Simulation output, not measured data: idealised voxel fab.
Name of the process module below: voxel self aligned contacts
Cross-section cut: width 230 nm, square cells of 5 nm.
We lay out every cross-section as a grid of square cells and spell it out in bands from the top down, where one band means one or more rows of cells.
Band: top height; bottom height; in nm. Then, left to right: material with width in nm, for each material. "edge to edge": a single material spanning edge to edge. "blank": empty space.
All heights in this document are referenced to 0, defined as the level beneath which the wafer, as received, consists entirely of one material. The lowest band is not bounded below; it extends indefinitely downward and is written in the form "0 down".
A two-number width, for instance "30..40", indicates that the width is equal to the first number in the top row of the band and to the second number in the bottom row, and that it changes by a constant amount per row of cells.
"left unchanged" (step): cross-section cells unchanged, all of them.
Under "Sealed voids" you'll find the enclosed gaps, the ones with no way out to the top, that are 8 cells or bigger; each reads width x height at distance, with distance counted from the left edge, everything in nm.
Anything after a step's settings on that line? It's the simulator's own note about the step.
overlay nm: on a step with a mask, how far right of its planned place the mask lay; negative means left.

The process steps that were planned are listed below
1,RECEIVE: material Si
2,CONFORMAL_DEP: material SiO2, thk nm 5
3,DIRECTIONAL_DEP: material polySi, thk nm 30
4,DIRECTIONAL_DEP: material SiN, thk nm 15
5,DIRECTIONAL_DEP: material aC, thk nm 15
6,PATTERN: tone cover, mask id GATE, material resist, width nm 25, pitch nm 55, thk nm 35, overlay nm 0
7,DIRECTIONAL_ETCH: etch materials aC, depth nm 15
8,STRIP: etch materials resist
9,DIRECTIONAL_ETCH: etch materials SiN, depth nm 15
10,DIRECTIONAL_ETCH: etch materials polySi, depth nm 30
11,STRIP: etch materials aC
12,CONFORMAL_DEP: material SiN, thk nm 5
13,DIRECTIONAL_ETCH: etch materials SiN, depth nm 5
14,FILL_DEP: material SiO2, thk nm 20
15,CMP: height nm 60
16,DIRECTIONAL_DEP: material aC, thk nm 10
17,PATTERN: tone open, mask id CONTACT, material resist, width nm 30, thk nm 30, overlay nm 0
18,DIRECTIONAL_ETCH: etch materials aC, depth nm 10
19,STRIP: etch materials resist
20,DIRECTIONAL_ETCH: etch materials SiO2, depth nm 60
21,STRIP: etch materials aC
22,CONFORMAL_DEP: material TiN, thk nm 5
23,FILL_DEP: material W, thk nm 10
24,CMP: height nm 60
25,CONFORMAL_DEP: material SiN, thk nm 5
Keep in mind the plan's value for the width nm of step 17 comes from the first wafer; the wafers don't share that setting, but they do share the same starting point.

First of several wafers, received after step 1, in cross-section
0 down = Si edge to edge
Sealed voids: none

What follows is a table in which each wafer occupies a row; for the wafer as it stands at the close of the module, the row states, material by material, how many cells have been gained (+) or lost (-) since receipt, and then gives its closed voids
width nm 30; +112 SiN; +374 SiO2; +28 TiN; +24 W; +60 polySi; Sealed voids: none
width nm 35; +112 SiN; +372 SiO2; +29 TiN; +25 W; +60 polySi; Sealed voids: none
width nm 40; +112 SiN; +370 SiO2; +30 TiN; +26 W; +60 polySi; Sealed voids: none
width nm 45; +112 SiN; +368 SiO2; +31 TiN; +27 W; +60 polySi; Sealed voids: none
width nm 50; +112 SiN; +366 SiO2; +32 TiN; +28 W; +60 polySi; Sealed voids: none
width nm 55; +112 SiN; +364 SiO2; +33 TiN; +29 W; +60 polySi; Sealed voids: none
